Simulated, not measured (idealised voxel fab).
Title: Process Module voxel transistor to metal
280 nm wide, 5 nm square cells: that's cross-section cut.
Cross-section spec: square-cell grid; bands listed top down; each band is one or more rows.
In this notation a band is specified by the heights of its top and bottom, in that order and in nm, after which its materials appear from left to right, each paired with its width in nm. The word "throughout" attached to a single material means that material fills the band from edge to edge; the word "blank" stands for empty space.
Convention: height 0 is the level below which the wafer, as received, is all one material. The lowest band does not terminate at the bottom but continues downward, represented as "top 0, no bottom".
Note: "30->40" means the width goes from the first number (top row of the band) to the second number (bottom row) in equal steps per row of cells.
"remained the same", as given for a step, is the statement that not any cell of the cross-section underwent a change during that step.
"Closed void list" lists enclosed empty spaces (at least 8 cells, no open path upward to the top), each as width x height at distance from the left edge, in nm.
The remark found on a step's line after its settings is issued by the simulator itself and pertains to that step.
overlay nm: mask offset rightward from planned place, masked step; negative means leftward offset.

# The steps planned for the process are as follows
1 RECEIVE [material Si]
2 CONFORMAL_DEP [material SiO2] [thk nm 5]
3 CONFORMAL_DEP [material SiN] [thk nm 15]
4 DIRECTIONAL_DEP [material aC] [thk nm 10]
5 PATTERN [tone cover] [mask id ACTIVE] [material resist] [width nm 110] [pitch nm 130] [thk nm 25] [overlay nm 0]
6 DIRECTIONAL_ETCH [etch materials aC] [depth nm 10]
7 STRIP [etch materials resist]
8 DIRECTIONAL_ETCH [etch materials SiN] [depth nm 15]
9 DIRECTIONAL_ETCH [etch materials SiO2] [depth nm 5]
10 DIRECTIONAL_ETCH [etch materials Si] [depth nm 20]
11 STRIP [etch materials aC]
12 FILL_DEP [material SiO2] [thk nm 10]
13 CMP [height nm 20]
14 SELECTIVE_ETCH [etch materials SiO2] [depth nm 15]
15 STRIP [etch materials SiN]
16 SELECTIVE_ETCH [etch materials SiO2] [depth nm 5]
17 OXIDIZE [depth nm 5]
18 DIRECTIONAL_DEP [material polySi] [thk nm 25]
19 DIRECTIONAL_DEP [material SiCN] [thk nm 10]
20 MASKED_ETCH [tone cover] [mask id GATE] [width nm 20] [pitch nm 130] [etch materials SiCN] [depth nm 20] [overlay nm 0]
21 MASKED_ETCH [tone cover] [mask id GATE] [width nm 20] [pitch nm 130] [etch materials polySi] [depth nm 35] [overlay nm 0]
22 CONFORMAL_DEP [material SiN] [thk nm 5]
23 DIRECTIONAL_ETCH [etch materials SiN] [depth nm 5]
24 DIRECTIONAL_ETCH [etch materials SiO2] [depth nm 5]
25 DIRECTIONAL_ETCH [etch materials Si] [depth nm 10]
26 EPI [material SiGe] [thk nm 10]
27 FILL_DEP [material SiO2] [thk nm 10]
28 CMP [height nm 35]
29 DIRECTIONAL_DEP [material SiO2] [thk nm 10]
30 MASKED_ETCH [tone open] [mask id CONTACT] [width nm 20] [etch materials SiO2] [depth nm 50] [overlay nm 0]
31 CONFORMAL_DEP [material TiN] [thk nm 5]
32 FILL_DEP [material Ru] [thk nm 10]
33 CMP [height nm 45]
34 CONFORMAL_DEP [material SiCN] [thk nm 5]
35 DIRECTIONAL_DEP [material SiO2] [thk nm 20]
36 MASKED_ETCH [tone open] [mask id METAL_1] [width nm 20] [etch materials SiO2] [depth nm 20] [overlay nm 0]
37 MASKED_ETCH [tone open] [mask id METAL_1] [width nm 20] [etch materials SiCN] [depth nm 5] [overlay nm 0]
38 CONFORMAL_DEP [material TiN] [thk nm 5]
39 FILL_DEP [material W] [thk nm 5]
40 CMP [height nm 70]
41 EPI [material Ru] [thk nm 5]
42 FILL_DEP [material SiCN] [thk nm 5]
43 DIRECTIONAL_DEP [material lowk] [thk nm 25]
44 PATTERN [tone open] [mask id METAL_2] [material resist] [width nm 20] [pitch nm 130] [thk nm 15] [overlay nm 0]
45 DIRECTIONAL_ETCH [etch materials lowk] [depth nm 15]
46 STRIP [etch materials resist]
47 PATTERN [tone open] [mask id METAL_2_HOLES] [material resist] [width nm 15] [pitch nm 130] [thk nm 15] [overlay nm 0]
48 DIRECTIONAL_ETCH [etch materials lowk] [depth nm 10]
49 DIRECTIONAL_ETCH [etch materials SiCN] [depth nm 5]
50 STRIP [etch materials resist]
51 CONFORMAL_DEP [material TiN] [thk nm 5]
52 FILL_DEP [material Cu] [thk nm 5]
53 CMP [height nm 105]
54 CONFORMAL_DEP [material SiCN] [thk nm 5]

# The cross-section here shows the wafer as received, i.e. in its state after step 1
	top 0, no bottom  Si throughout
	Closed void list: none

# End state of the module in cross-section, given the above starting point and plan and one mistake in execution
	top 110, bottom 105  SiCN throughout
	top 105, bottom 100  Cu throughout
	top 100, bottom 95  TiN (30)  Cu (10)  TiN (120)  Cu (10)  TiN (110)
	top 95, bottom 85  lowk (25)  TiN (5)  Cu (10)  TiN (5)  lowk (110)  TiN (5)  Cu (10)  TiN (5)  lowk (105)
	top 85, bottom 80  lowk (25)  TiN (5)  Cu (5)  TiN (10)  lowk (110)  TiN (5)  Cu (5)  TiN (10)  lowk (105)
	top 80, bottom 70  lowk (25)  TiN (5)  Cu (5)  TiN (5)  lowk (115)  TiN (5)  Cu (5)  TiN (5)  lowk (110)
	top 70, bottom 65  SiCN (25)  TiN (15)  SiCN (115)  TiN (15)  SiCN (110)
	top 65, bottom 60  SiCN (20)  Ru (30)  SiCN (50)  Ru (30)  SiCN (20)  Ru (30)  SiCN (50)  Ru (30)  SiCN (20)
	top 60, bottom 50  SiO2 (25)  TiN (5)  W (10)  TiN (5)  SiO2 (60)  TiN (5)  W (10)  TiN (5)  SiO2 (30)  TiN (5)  W (10)  TiN (5)  SiO2 (60)  TiN (5)  W (10)  TiN (5)  SiO2 (25)
	top 50, bottom 45  SiCN (25)  TiN (20)  SiCN (60)  TiN (20)  SiCN (30)  TiN (20)  SiCN (60)  TiN (20)  SiCN (25)
	top 45, bottom 35  SiO2 (25)  TiN (5)  Ru (10)  TiN (5)  SiO2 (60)  TiN (5)  Ru (10)  TiN (5)  SiO2 (30)  TiN (5)  Ru (10)  TiN (5)  SiO2 (60)  TiN (5)  Ru (10)  TiN (5)  SiO2 (25)
	top 35, bottom 25  SiO2 (25)  TiN (5)  Ru (10)  TiN (5)  SiO2 (15)  SiN (5)  SiCN (20)  SiN (5)  SiO2 (15)  TiN (5)  Ru (10)  TiN (5)  SiO2 (30)  TiN (5)  Ru (10)  TiN (5)  SiO2 (15)  SiN (5)  SiCN (20)  SiN (5)  SiO2 (15)  TiN (5)  Ru (10)  TiN (5)  SiO2 (25)
	top 25, bottom 5  SiO2 (25)  TiN (5)  Ru (10)  TiN (5)  SiO2 (15)  SiN (5)  polySi (20)  SiN (5)  SiO2 (15)  TiN (5)  Ru (10)  TiN (5)  SiO2 (30)  TiN (5)  Ru (10)  TiN (5)  SiO2 (15)  SiN (5)  polySi (20)  SiN (5)  SiO2 (15)  TiN (5)  Ru (10)  TiN (5)  SiO2 (25)
	top 5, bottom 0  SiO2 (25)  TiN (5)  Ru (10)  TiN (5)  SiO2 (5)  SiGe (10)  SiN (5)  polySi (20)  SiN (5)  SiGe (10)  SiO2 (5)  TiN (5)  Ru (10)  TiN (5)  SiO2 (30)  TiN (5)  Ru (10)  TiN (5)  SiO2 (5)  SiGe (10)  SiN (5)  polySi (20)  SiN (5)  SiGe (10)  SiO2 (5)  TiN (5)  Ru (10)  TiN (5)  SiO2 (25)
	top 0, bottom -5  SiO2 (25)  TiN (20)  SiO2 (5)  SiGe (10)  SiO2 (30)  SiGe (10)  SiO2 (5)  TiN (20)  SiO2 (30)  TiN (20)  SiO2 (5)  SiGe (10)  SiO2 (30)  SiGe (10)  SiO2 (5)  TiN (20)  SiO2 (25)
	top -5, bottom -15  SiO2 (20)  SiGe (40)  Si (30)  SiGe (40)  SiO2 (20)  SiGe (40)  Si (30)  SiGe (40)  SiO2 (20)
	top -15, bottom -20  SiO2 (20)  Si (110)  SiO2 (20)  Si (110)  SiO2 (20)
	top -20, no bottom  Si throughout
	Closed void list: none
So what did we get wrong on this run? step 40 changed vs plan, executed as CMP [height nm 60]
